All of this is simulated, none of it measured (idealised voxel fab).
Process module name: voxel lift off
For reference, the cross-section in this document is cut, with width 165 nm and square cells of 5 nm.
Think of the cross-section as a grid of square cells. We describe it in bands, top to bottom, and each band covers one or more rows of those cells.
Top, bottom (nm), then materials left to right with widths (nm); lone material tagged "edge to edge" fills the whole band edge to edge; "empty" = empty space.
Heads up on the height convention: 0 is the point under which the incoming wafer is all one material, and the lowest band has no bottom, it just keeps going down, like "z 0 and below".
The notation "30 to 40" denotes a width that varies across the rows of cells in the band, beginning at the first number in the top row, finishing at the second number in the bottom row, and changing by an identical amount from each row to the next.
No cell of the cross-section changed in a step that is given as "changes: none".
"Fully sealed cavities": empty spaces of 8 cells or more with no open way to the top, each given as width x height at distance, distance from the left edge, all in nm.
It should be noted that, on the line of a given step, the content following the step's settings is a remark produced by the simulator itself with respect to that step.
Each step line may optionally specify "overlay nm", which for a step with a mask gives the rightward distance between the mask's planned place and where it lay, a negative value indicating the leftward direction.
The planned process steps are enumerated hereunder
1: op RECEIVE | material Si
2: op CONFORMAL_DEP | material SiO2 | thk nm 15
3: op PATTERN | tone open | mask id LINES | material resist | width nm 30 | pitch nm 45 | thk nm 25 | overlay nm 0
4: op DIRECTIONAL_DEP | material Ru | thk nm 10
5: op STRIP | etch materials resist
6: op CONFORMAL_DEP | material SiO2 | thk nm 10
Shown in cross-section is the wafer as received, that is, as it stands after step 1
- z 0 and below | Si edge to edge
- Fully sealed cavities: none
Starting wafer: above. Plan: above. Run: one mistake. Cross-section after the module: below
- z 35 to 25 | SiO2 30 nm, then empty 10 nm, then SiO2 35 nm, then empty 10 nm, then SiO2 35 nm, then empty 10 nm, then SiO2 35 nm
- z 25 to 15 | Ru 20 nm, then SiO2 30 nm, then Ru 15 nm, then SiO2 30 nm, then Ru 15 nm, then SiO2 30 nm, then Ru 25 nm
- z 15 to 0 | SiO2 edge to edge
- z 0 and below | Si edge to edge
- Fully sealed cavities: none
Plan not followed: heads up, step 3 didn't go per plan, it actually ran as op PATTERN | tone cover | mask id LINES | material resist | width nm 30 | pitch nm 45 | thk nm 25 | overlay nm 0
